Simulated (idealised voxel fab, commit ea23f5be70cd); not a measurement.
The name of this process module is voxel ribs on slabs.
The width of the displayed cross-section, cut, is 195 nm; its cells are square, with a size of 5 nm.
Cross-section spec: square-cell grid; bands listed top down; each band is one or more rows.
Look at the band entry: it leads with the top's height and the bottom's height in nm. Then it lists the materials left to right, with a width in nm for each. The word "edge to edge" on a single material says that material fills the band edge to edge. The word "empty" is empty space.
Heights are reckoned from 0. Under this level, the received wafer is all of one material. The bottommost band is open-ended downward, for example "0 and below".
Graded width ("30->40"): value in top row of band = first number; value in bottom row = second number; row-to-row change constant.
What does "nothing different" mean for a step? It means no cell of the cross-section changed in that step.
Under "Enclosed cavity list" you'll find the enclosed gaps, the ones with no way out to the top, that are 8 cells or bigger; each reads width x height at distance, with distance counted from the left edge, everything in nm.
It should be noted that, on the line of a given step, the content following the step's settings is a remark produced by the simulator itself with respect to that step.
What "overlay nm" on a step's line means: if the step has a mask, that mask lay this far to the right of its planned place, or, when the value is negative, to the left.
### Listed below are the process steps as planned
- 1: op RECEIVE | material Si
- 2: op DIRECTIONAL_DEP | material SiO2 | thk nm 20
- 3: op DIRECTIONAL_DEP | material polySi | thk nm 5
- 4: op MASKED_ETCH | tone cover | mask id RIB | width nm 15 | etch materials polySi | depth nm 5 | overlay nm 0
- 5: op DIRECTIONAL_DEP | material aC | thk nm 15
- 6: op PATTERN | tone cover | mask id SLAB | material resist | width nm 55 | thk nm 35 | overlay nm 0
- 7: op DIRECTIONAL_ETCH | etch materials aC | depth nm 15
- 8: op STRIP | etch materials resist
- 9: op DIRECTIONAL_ETCH | etch materials polySi | depth nm 10
- 10: op STRIP | etch materials aC
- 11: op FILL_DEP | material SiO2 | thk nm 30
- 12: op CMP | height nm 55
- 13: op DIRECTIONAL_DEP | material TiN | thk nm 5
- 14: op DIRECTIONAL_DEP | material aC | thk nm 15
- 15: op PATTERN | tone cover | mask id HEATER | material resist | width nm 25 | thk nm 30 | overlay nm 0
- 16: op DIRECTIONAL_ETCH | etch materials aC | depth nm 15
- 17: op STRIP | etch materials resist
- 18: op DIRECTIONAL_ETCH | etch materials TiN | depth nm 5
- 19: op STRIP | etch materials aC
- 20: op CONFORMAL_DEP | material SiN | thk nm 5
The thk nm used in step 3 is not the same on every wafer, whereas the starting condition is; the value printed in the plan is the first wafer's.
### This is how the first of several wafers looked in cross-section when it arrived, which is after step 1
- 0 and below  Si edge to edge
- Enclosed cavity list: none
### Tabulated below, wafer by wafer, are the end-of-module results: for each material, the number of cells gained (+) or lost (-) relative to the as-received state, followed by the closed voids
thk nm 5; +41 SiN; +426 SiO2; +5 TiN; +3 polySi; Enclosed cavity list: none
thk nm 10; +41 SiN; +415 SiO2; +5 TiN; +14 polySi; Enclosed cavity list: none
thk nm 15; +41 SiN; +404 SiO2; +5 TiN; +25 polySi; Enclosed cavity list: none
thk nm 20; +41 SiN; +365 SiO2; +5 TiN; +64 polySi; Enclosed cavity list: none
thk nm 25; +41 SiN; +326 SiO2; +5 TiN; +103 polySi; Enclosed cavity list: none
thk nm 30; +41 SiN; +287 SiO2; +5 TiN; +142 polySi; Enclosed cavity list: none
